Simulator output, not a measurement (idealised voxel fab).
Title: Process Module voxel plated lines
Section cut is 255 nm wide and gridded with 5 nm square cells.
A cross-section is a grid of square cells, given in bands from the top down. A band is one or more rows of cells.
Band: top height; bottom height; in nm. Then, left to right: material with width in nm, for each material. "throughout": a single material spanning edge to edge. "blank": empty space.
Where do heights start? At 0: under that level the wafer as delivered is made of one material only. And the lowest band has no floor; it just carries on downward, as in "from 0 down".
The width entry "30->40" should be interpreted row by row: the top row of cells in the band takes the first number, the bottom row takes the second number, and the change between adjacent rows is uniform throughout.
"remained unchanged" after a step means that no cell of the cross-section changed.
Entry "Internal closed voids". Content: empty spaces with no open connection to the top, size 8 cells or greater. Each: width x height at distance. Distance: from left edge. Unit: nm.
That trailing text on a step's line, after the settings, is the simulator's own remark on the step.
The "overlay nm" setting may appear on a step's line; for a step that uses a mask, it gives how far to the right of its planned position the mask lay, and a negative value indicates the left.

# Planned step list for the process
step 1: RECEIVE, material Si
step 2: CONFORMAL_DEP, material SiO2, thk nm 15
step 3: DIRECTIONAL_DEP, material TiN, thk nm 5
step 4: PATTERN, tone open, mask id LINES, material resist, width nm 20, pitch nm 40, thk nm 40, overlay nm 0
step 5: EPI, material Ru, thk nm 10
step 6: EPI, material Ru, thk nm 5
step 7: EPI, material Ru, thk nm 5
step 8: STRIP, etch materials resist
step 9: DIRECTIONAL_ETCH, etch materials TiN, depth nm 5
step 10: CONFORMAL_DEP, material SiCN, thk nm 10

# Incoming wafer in cross-section (state: after step 1)
from 0 down  Si throughout
Internal closed voids: none

# Result of the module, cross-sectioned: start per above, plan per above, one error in how it was run
from 60 to 50  blank (65)  SiCN (120)  blank (70)
from 50 to 25  blank (65)  SiCN (10)  Ru (20)  SiCN (20)  Ru (20)  SiCN (20)  Ru (20)  SiCN (10)  blank (70)
from 25 to 20  SiCN (75)  Ru (20)  SiCN (20)  Ru (20)  SiCN (20)  Ru (20)  SiCN (80)
from 20 to 15  SiCN (75)  TiN (20)  SiCN (20)  TiN (20)  SiCN (20)  TiN (20)  SiCN (80)
from 15 to 0  SiO2 throughout
from 0 down  Si throughout
Internal closed voids: none
Where did the run depart from the plan? step 5 of the plan saw execution twice
